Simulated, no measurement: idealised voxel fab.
Proc. module: voxel air gaps
Section shown: cut. Width: 235 nm. Cell size: 5 nm, square.
We lay out every cross-section as a grid of square cells and spell it out in bands from the top down, where one band means one or more rows of cells.
A band entry consists of two parts. The first gives the height of the band's top and the height of its bottom, in nm. The rest lists the band's materials from left to right, each with its width in nm. A single material labelled with the word "everywhere" fills the band from edge to edge, and the word "blank" marks empty space.
Height is counted from the level 0, under which the received wafer is composed throughout of one material. The lowest of the bands is not closed at the bottom but continues downward, in the notation "0 -> down".
Graded width ("30->40"): value in top row of band = first number; value in bottom row = second number; row-to-row change constant.
A step reported as "stayed the same" is a step in which no cell of the cross-section changed.
Look at "Voids lacking openings" for the closed voids: empty spaces with no open path to the top, sized 8 cells or up. Each is width x height at distance, distance from the left edge, all nm.
Post-settings text on a step line: simulator's own remark regarding the step.
"overlay nm" on a masked step: distance the mask lay right of its planned place, negative for left.
-- The planned process steps are enumerated hereunder
step 1: op RECEIVE | material Si
step 2: op CONFORMAL_DEP | material SiO2 | thk nm 10
step 3: op CONFORMAL_DEP | material SiCN | thk nm 5
step 4: op DIRECTIONAL_DEP | material SiO2 | thk nm 40
step 5: op MASKED_ETCH | tone open | mask id LINES | width nm 20 | pitch nm 45 | etch materials SiO2 | depth nm 40 | overlay nm -15
step 6: op CONFORMAL_DEP | material TiN | thk nm 5
step 7: op FILL_DEP | material W | thk nm 5
step 8: op CMP | height nm 55
step 9: op EPI | material Ru | thk nm 10
step 10: op SELECTIVE_ETCH | etch materials SiO2 | depth nm 50
step 11: op CONFORMAL_DEP | material SiCN | thk nm 5
For clarity, it should be stated that the wafers under discussion commence in an identical condition and differ with respect to the overlay nm of step 5, the plan indicating the value that the first wafer had.
-- Cross-sectional view of the first of several wafers in the as-received condition, corresponding to the state following step 1
> 0 -> down = Si everywhere
> Voids lacking openings: none
-- Basically each wafer gets a line in the table, showing it at the end of the module: material by material, the cells it gained (+) or lost (-) since we got it, then its closed voids
overlay nm -15, +64 Ru, +194 SiCN, +94 SiO2, +72 TiN, +56 W, Voids lacking openings: 15 x 30 at 50; 15 x 30 at 95; 15 x 30 at 140
overlay nm -10, +64 Ru, +194 SiCN, +94 SiO2, +72 TiN, +56 W, Voids lacking openings: 15 x 30 at 55; 15 x 30 at 100; 15 x 30 at 145
overlay nm -5, +64 Ru, +194 SiCN, +94 SiO2, +72 TiN, +56 W, Voids lacking openings: 15 x 30 at 60; 15 x 30 at 105; 15 x 30 at 150
overlay nm 0, +64 Ru, +194 SiCN, +94 SiO2, +72 TiN, +56 W, Voids lacking openings: 15 x 30 at 65; 15 x 30 at 110; 15 x 30 at 155
overlay nm 5, +64 Ru, +194 SiCN, +94 SiO2, +72 TiN, +56 W, Voids lacking openings: 15 x 30 at 70; 15 x 30 at 115; 15 x 30 at 160
overlay nm 10, +64 Ru, +194 SiCN, +94 SiO2, +72 TiN, +56 W, Voids lacking openings: 15 x 30 at 75; 15 x 30 at 120; 15 x 30 at 165
overlay nm 15, +64 Ru, +194 SiCN, +94 SiO2, +72 TiN, +56 W, Voids lacking openings: 15 x 30 at 80; 15 x 30 at 125; 15 x 30 at 170
